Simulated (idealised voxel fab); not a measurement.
process module | voxel self aligned contacts
cross-section cut | 185 nm wide | cells 5 nm
A cross-section is a grid of square cells, given in bands from the top down. A band is one or more rows of cells.
Each band's line starts with the height of the band's top and of its bottom, in nm. Then come its materials from left to right, each with its width in nm. One material with "throughout" fills the band from edge to edge. "air" is empty space.
Height 0 is the level under which the wafer as received is all one material. The lowest band goes on downwards, as in "0 down".
A width such as "30 to 40" changes by the same amount from each row of cells to the next, from the band's top row to its bottom row.
"no change" after a step means that no cell of the cross-section changed.
closed voids: empty space of 8 cells or more with no open way to the top, each as width x height at its distance from the left edge, in nm
after a step's settings: what the simulator itself notes on the step
overlay nm, on a step with a mask: how far to the right of its planned place the mask lay; to the left if negative
plan
1 op RECEIVE | material Si
2 op OXIDIZE | depth nm 5
3 op DIRECTIONAL_DEP | material polySi | thk nm 25
4 op DIRECTIONAL_DEP | material SiN | thk nm 25
5 op DIRECTIONAL_DEP | material aC | thk nm 10
6 op PATTERN | tone cover | mask id GATE | material resist | width nm 25 | pitch nm 65 | thk nm 30 | overlay nm 0
7 op DIRECTIONAL_ETCH | etch materials aC | depth nm 10
8 op STRIP | etch materials resist
9 op DIRECTIONAL_ETCH | etch materials SiN | depth nm 25
10 op DIRECTIONAL_ETCH | etch materials polySi | depth nm 25
11 op STRIP | etch materials aC
12 op CONFORMAL_DEP | material SiN | thk nm 10
13 op DIRECTIONAL_ETCH | etch materials SiN | depth nm 10
14 op FILL_DEP | material SiO2 | thk nm 20
15 op CMP | height nm 60
16 op MASKED_ETCH | tone open | mask id CONTACT | width nm 50 | pitch nm 65 | etch materials SiO2 | depth nm 65 | overlay nm 0
17 op CONFORMAL_DEP | material TiN | thk nm 5
18 op FILL_DEP | material W | thk nm 5
19 op CMP | height nm 60
20 op CONFORMAL_DEP | material SiCN | thk nm 5
as received, after step 1
  0 down: Si throughout
  closed voids: none
a wafer at the end: this start, this plan, one mistake
  65 to 60: SiCN throughout
  60 to 50: SiO2 35 | TiN 5 to 20 | W 40 to 10 | TiN 5 to 20 | SiO2 15 | TiN 5 to 20 | W 40 to 10 | TiN 5 to 20 | SiO2 35
  50 to 25: SiO2 5 | SiN 45 | TiN 5 | W 10 | TiN 5 | SiN 45 | TiN 5 | W 10 | TiN 5 | SiN 45 | SiO2 5
  25 to 15: SiO2 5 | SiN 10 | polySi 25 | SiN 10 | TiN 5 | W 10 | TiN 5 | SiN 10 | polySi 25 | SiN 10 | TiN 5 | W 10 | TiN 5 | SiN 10 | polySi 25 | SiN 10 | SiO2 5
  15 to 10: SiO2 5 | SiN 10 | polySi 25 | SiN 10 | TiN 20 | SiN 10 | polySi 25 | SiN 10 | TiN 20 | SiN 10 | polySi 25 | SiN 10 | SiO2 5
  10 to 0: SiN 15 | polySi 25 | SiN 40 | polySi 25 | SiN 40 | polySi 25 | SiN 15
  0 to -5: SiO2 throughout
  -5 down: Si throughout
  closed voids: none
what went wrong: steps 12 and 13 were swapped
